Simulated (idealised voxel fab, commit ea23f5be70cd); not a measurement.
This section sets out a process module, namely voxel double patterning.
Cross-section cut: width 235 nm, square cells of 5 nm.
We lay out every cross-section as a grid of square cells and spell it out in bands from the top down, where one band means one or more rows of cells. The band entry comprises the height of the band's top followed by the height of its bottom, expressed in nm, and subsequently the band's materials from left to right, each stated together with its width in nm. Where a single material is marked with the word "edge to edge", that material fills the band from edge to edge. The word "empty" represents empty space. Ref level 0: as-received wafer is one material below here. Bottom band extends down with no lower bound ("0 and below"). Width "30..40": first value at the band's top row of cells, second value at its bottom row, equal change from row to row. Any step labelled "no modifications" changed none of the cells in the cross-section. Enclosed voids (no open way to top), threshold 8 cells or more, entry "Closed empty spaces", notation width x height at distance, distance from left edge, nm. Heads up: the bit after the settings on a step's line is the simulator's remark on that step. On any step carrying a mask, the "overlay nm" setting, if present on the step's line, tells how far right of its planned place the mask lay; negative values point to the left.

Below is the list of planned process steps:
1) RECEIVE, material Si
2) CONFORMAL_DEP, material SiN, thk nm 5
3) DIRECTIONAL_DEP, material SiO2, thk nm 15
4) DIRECTIONAL_DEP, material SiCN, thk nm 10
5) PATTERN, tone open, mask id FIRST, material resist, width nm 15, pitch nm 50, thk nm 15, overlay nm 0
6) DIRECTIONAL_ETCH, etch materials SiCN, depth nm 10
7) STRIP, etch materials resist
8) MASKED_ETCH, tone open, mask id SECOND, width nm 15, etch materials SiCN, depth nm 10, overlay nm 0
9) DIRECTIONAL_ETCH, etch materials SiO2, depth nm 15
10) STRIP, etch materials SiCN

So this is the incoming wafer in cross-section - it's already been through step 1:
> 0 and below: Si edge to edge
> Closed empty spaces: none

a wafer at the end: this start, this plan, one mistake:
> 20 down to 5: SiO2 85 nm, then empty 30 nm, then SiO2 20 nm, then empty 15 nm, then SiO2 85 nm
> 5 down to 0: SiN edge to edge
> 0 and below: Si edge to edge
> Closed empty spaces: none
Nonconformance to the process plan: planned and actual differ for step 8; actual: MASKED_ETCH, tone open, mask id SECOND, width nm 15, etch materials SiCN, depth nm 10, overlay nm -10
